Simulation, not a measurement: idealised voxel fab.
Process module name: voxel wiring stack
Section cut is 205 nm wide and gridded with 5 nm square cells.
A cross-section in this document is a grid of square cells, and it is written down as bands, the top band listed before the ones below it; a band is made up of one or more rows of cells. Look at the band entry: it leads with the top's height and the bottom's height in nm. Then it lists the materials left to right, with a width in nm for each. The word "everywhere" on a single material says that material fills the band edge to edge. The word "empty" is empty space. Height is counted from the level 0, under which the received wafer is composed throughout of one material. The lowest of the bands is not closed at the bottom but continues downward, in the notation "0 down". Width "30 to 40": first value at the band's top row of cells, second value at its bottom row, equal change from row to row. What does "no change occurred" mean for a step? It means no cell of the cross-section changed in that step. The entry titled "Listed closed voids" provides the empty spaces that have no open way to the top, restricted to those of 8 cells or more. Each is presented as width x height at distance, the distance being measured from the left edge, with all three in nm. Formally, on a step line, whatever follows the settings is a remark that the simulator itself makes on the step. overlay nm, on a step with a mask: how far to the right of its planned place the mask lay; to the left if negative.

-- Process steps - plan
1 RECEIVE,material Si
2 CONFORMAL_DEP,material SiO2,thk nm 10
3 DIRECTIONAL_DEP,material TiN,thk nm 5
4 DIRECTIONAL_DEP,material W,thk nm 20
5 PATTERN,tone cover,mask id METAL_1,material resist,width nm 30,pitch nm 50,thk nm 20,overlay nm 0
6 DIRECTIONAL_ETCH,etch materials W,depth nm 20
7 DIRECTIONAL_ETCH,etch materials TiN,depth nm 5
8 STRIP,etch materials resist
9 FILL_DEP,material SiO2,thk nm 10
10 CMP,height nm 35
11 CONFORMAL_DEP,material SiCN,thk nm 5
12 DIRECTIONAL_DEP,material lowk,thk nm 30
13 PATTERN,tone open,mask id METAL_2_HOLES,material resist,width nm 15,pitch nm 50,thk nm 20,overlay nm 0
14 DIRECTIONAL_ETCH,etch materials lowk,depth nm 30
15 STRIP,etch materials resist
16 PATTERN,tone open,mask id METAL_2,material resist,width nm 30,pitch nm 50,thk nm 15,overlay nm 0
17 DIRECTIONAL_ETCH,etch materials lowk,depth nm 15
18 DIRECTIONAL_ETCH,etch materials SiCN,depth nm 5
19 STRIP,etch materials resist
20 CONFORMAL_DEP,material TiN,thk nm 5
21 FILL_DEP,material Ru,thk nm 5
22 CMP,height nm 70
23 CONFORMAL_DEP,material SiCN,thk nm 5
24 DIRECTIONAL_DEP,material SiO2,thk nm 25
25 PATTERN,tone open,mask id METAL_3_HOLES,material resist,width nm 15,pitch nm 50,thk nm 20,overlay nm 0
26 DIRECTIONAL_ETCH,etch materials SiO2,depth nm 25
27 STRIP,etch materials resist
28 DIRECTIONAL_DEP,material aC,thk nm 15
29 PATTERN,tone open,mask id METAL_3,material resist,width nm 30,pitch nm 50,thk nm 35,overlay nm 0
30 DIRECTIONAL_ETCH,etch materials aC,depth nm 15
31 STRIP,etch materials resist
32 DIRECTIONAL_ETCH,etch materials SiO2,depth nm 15
33 DIRECTIONAL_ETCH,etch materials SiCN,depth nm 5
34 STRIP,etch materials aC
35 CONFORMAL_DEP,material TiN,thk nm 5
36 FILL_DEP,material Cu,thk nm 10
37 CMP,height nm 100
38 CONFORMAL_DEP,material SiCN,thk nm 5
39 DIRECTIONAL_DEP,material lowk,thk nm 35
40 DIRECTIONAL_DEP,material aC,thk nm 15
41 PATTERN,tone open,mask id METAL_4,material resist,width nm 30,pitch nm 50,thk nm 30,overlay nm 0
42 DIRECTIONAL_ETCH,etch materials aC,depth nm 15
43 STRIP,etch materials resist
44 DIRECTIONAL_ETCH,etch materials lowk,depth nm 20
45 STRIP,etch materials aC
46 PATTERN,tone open,mask id METAL_4_HOLES,material resist,width nm 15,pitch nm 50,thk nm 20,overlay nm 0
47 DIRECTIONAL_ETCH,etch materials lowk,depth nm 15
48 DIRECTIONAL_ETCH,etch materials SiCN,depth nm 5
49 STRIP,etch materials resist
50 CONFORMAL_DEP,material TiN,thk nm 5
51 FILL_DEP,material Ru,thk nm 5
52 CMP,height nm 140
53 CONFORMAL_DEP,material SiCN,thk nm 5

-- Cross-sectional view of the wafer in its as-received condition, corresponding to the state after step 1
* 0 down  Si everywhere
* Listed closed voids: none

-- Post-module cross-section: identical start and plan to those above, one misstep in execution
* 145 to 140  SiCN everywhere
* 140 to 125  60 of lowk; 5 of TiN; 20 of Ru; 5 of TiN; 20 of lowk; 5 of TiN; 20 of Ru; 5 of TiN; 65 of lowk
* 125 to 120  60 of lowk; 5 of TiN; 5 of Ru; 20 of TiN; 20 of lowk; 5 of TiN; 5 of Ru; 20 of TiN; 65 of lowk
* 120 to 105  60 of lowk; 5 of TiN; 5 of Ru; 5 of TiN; 35 of lowk; 5 of TiN; 5 of Ru; 5 of TiN; 80 of lowk
* 105 to 100  60 of SiCN; 15 of TiN; 35 of SiCN; 15 of TiN; 80 of SiCN
* 100 to 90  60 of SiO2; 5 of TiN; 20 of Cu; 5 of TiN; 20 of SiO2; 5 of TiN; 20 of Cu; 5 of TiN; 65 of SiO2
* 90 to 85  60 of SiO2; 5 of TiN; 5 of Cu; 20 of TiN; 20 of SiO2; 5 of TiN; 5 of Cu; 20 of TiN; 65 of SiO2
* 85 to 75  60 of SiO2; 5 of TiN; 5 of Cu; 5 of TiN; 35 of SiO2; 5 of TiN; 5 of Cu; 5 of TiN; 80 of SiO2
* 75 to 70  60 of SiCN; 15 of TiN; 35 of SiCN; 15 of TiN; 80 of SiCN
* 70 to 60  60 of lowk; 5 of TiN; 20 of Ru; 5 of TiN; 20 of lowk; 5 of TiN; 20 of Ru; 5 of TiN; 65 of lowk
* 60 to 55  60 of lowk; 5 of TiN; 5 of Ru; 20 of TiN; 20 of lowk; 5 of TiN; 5 of Ru; 20 of TiN; 65 of lowk
* 55 to 40  60 of lowk; 5 of TiN; 5 of Ru; 5 of TiN; 35 of lowk; 5 of TiN; 5 of Ru; 5 of TiN; 80 of lowk
* 40 to 35  60 of SiCN; 15 of TiN; 35 of SiCN; 15 of TiN; 80 of SiCN
* 35 to 15  50 of SiO2; 30 of W; 20 of SiO2; 30 of W; 75 of SiO2
* 15 to 10  50 of SiO2; 30 of TiN; 20 of SiO2; 30 of TiN; 75 of SiO2
* 10 to 0  SiO2 everywhere
* 0 down  Si everywhere
* Listed closed voids: none
what went wrong: it should be noted that step 5 was executed with settings other than those planned, the operation and settings actually applied being PATTERN,tone cover,mask id METAL_1,material resist,width nm 30,pitch nm 50,thk nm 20,overlay nm -10
